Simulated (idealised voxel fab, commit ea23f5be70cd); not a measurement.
The name of this process module is voxel self aligned contacts.
Each square cell in cross-section cut measures 5 nm, and the section as a whole is 175 nm wide.
Cross-sections here: square-cell grids, written as top-down lists of bands, a band being one or more rows of cells. It is stipulated that each band's entry specify, in nanometres, the height of the top of the band and then that of its bottom, followed by the materials of the band in left-to-right sequence, each together with its width in nanometres. A single material marked by the word "full width" is understood to fill the band from edge to edge; the word "air" is understood to denote empty space. Heights are reckoned from 0. Under this level, the received wafer is all of one material. The bottommost band is open-ended downward, for example "top 0, no bottom". A width given as "30->40" starts at the first number in the band's top row and ends at the second number in its bottom row, shifting by an equal amount at every step from row to row. When a step is marked "nothing was modified", none of the cells in the cross-section changed during that step. If an empty space has no open way to the top and is at least 8 cells in size, "Closed void list" lists it, written width x height at distance, where distance is measured from the left edge and every value is in nm. That trailing text on a step's line, after the settings, is the simulator's own remark on the step. Each step line may optionally specify "overlay nm", which for a step with a mask gives the rightward distance between the mask's planned place and where it lay, a negative value indicating the leftward direction.
Intended process steps
1 op RECEIVE | material Si
2 op CONFORMAL_DEP | material SiO2 | thk nm 5
3 op DIRECTIONAL_DEP | material polySi | thk nm 20
4 op DIRECTIONAL_DEP | material SiN | thk nm 15
5 op MASKED_ETCH | tone cover | mask id GATE | width nm 25 | pitch nm 60 | etch materials SiN | depth nm 15 | overlay nm 0
6 op MASKED_ETCH | tone cover | mask id GATE | width nm 25 | pitch nm 60 | etch materials polySi | depth nm 20 | overlay nm 0
7 op CONFORMAL_DEP | material SiN | thk nm 5
8 op DIRECTIONAL_ETCH | etch materials SiN | depth nm 5
9 op FILL_DEP | material SiO2 | thk nm 10
10 op CMP | height nm 45
11 op PATTERN | tone open | mask id CONTACT | material resist | width nm 45 | pitch nm 60 | thk nm 20 | overlay nm -15
12 op DIRECTIONAL_ETCH | etch materials SiO2 | depth nm 45
13 op STRIP | etch materials resist
14 op CONFORMAL_DEP | material TiN | thk nm 5
15 op FILL_DEP | material Ru | thk nm 5
16 op CMP | height nm 45
17 op CONFORMAL_DEP | material SiCN | thk nm 5
Keep in mind the plan's value for the overlay nm of step 11 comes from the first wafer; the wafers don't share that setting, but they do share the same starting point.
Cross-section, first of several wafers, as delivered after step 1
    top 0, no bottom | Si full width
    Closed void list: none
Post step 17, the closing step of the module: first of several wafers, cross-sectioned
    top 50, bottom 45 | SiCN full width
    top 45, bottom 40 | SiO2 20, then TiN 30, then Ru 10, then TiN 5, then SiO2 15, then TiN 30, then Ru 10, then TiN 5, then SiO2 50
    top 40, bottom 25 | SiO2 10, then SiN 35, then TiN 5, then Ru 10, then TiN 5, then SiO2 5, then SiN 35, then TiN 5, then Ru 10, then TiN 5, then SiO2 5, then SiN 35, then SiO2 10
    top 25, bottom 5 | SiO2 10, then SiN 5, then polySi 25, then SiN 5, then TiN 5, then Ru 10, then TiN 5, then SiO2 5, then SiN 5, then polySi 25, then SiN 5, then TiN 5, then Ru 10, then TiN 5, then SiO2 5, then SiN 5, then polySi 25, then SiN 5, then SiO2 10
    top 5, bottom 0 | SiO2 45, then TiN 20, then SiO2 40, then TiN 20, then SiO2 50
    top 0, no bottom | Si full width
    Closed void list: none
Here's the last wafer cross-sectioned at the end of the module
    top 50, bottom 45 | SiCN full width
    top 45, bottom 40 | SiO2 50, then TiN 5, then Ru 10, then TiN 30, then SiO2 15, then TiN 5, then Ru 10, then TiN 30, then SiO2 20
    top 40, bottom 25 | SiO2 10, then SiN 35, then SiO2 5, then TiN 5, then Ru 10, then TiN 5, then SiN 35, then SiO2 5, then TiN 5, then Ru 10, then TiN 5, then SiN 35, then SiO2 10
    top 25, bottom 5 | SiO2 10, then SiN 5, then polySi 25, then SiN 5, then SiO2 5, then TiN 5, then Ru 10, then TiN 5, then SiN 5, then polySi 25, then SiN 5, then SiO2 5, then TiN 5, then Ru 10, then TiN 5, then SiN 5, then polySi 25, then SiN 5, then SiO2 10
    top 5, bottom 0 | SiO2 50, then TiN 20, then SiO2 40, then TiN 20, then SiO2 45
    top 0, no bottom | Si full width
    Closed void list: none
Per wafer, end of module: cells gained (+) or lost (-) per material since receipt, then closed voids
overlay nm -15 | +32 Ru | +35 SiCN | +87 SiN | +86 SiO2 | +50 TiN | +60 polySi | Closed void list: none
overlay nm -10 | +48 Ru | +35 SiCN | +87 SiN | +70 SiO2 | +50 TiN | +60 polySi | Closed void list: none
overlay nm -5 | +48 Ru | +35 SiCN | +87 SiN | +70 SiO2 | +50 TiN | +60 polySi | Closed void list: none
overlay nm 0 | +48 Ru | +35 SiCN | +87 SiN | +70 SiO2 | +50 TiN | +60 polySi | Closed void list: none
overlay nm 5 | +48 Ru | +35 SiCN | +87 SiN | +70 SiO2 | +50 TiN | +60 polySi | Closed void list: none
overlay nm 10 | +48 Ru | +35 SiCN | +87 SiN | +70 SiO2 | +50 TiN | +60 polySi | Closed void list: none
overlay nm 15 | +32 Ru | +35 SiCN | +87 SiN | +86 SiO2 | +50 TiN | +60 polySi | Closed void list: none
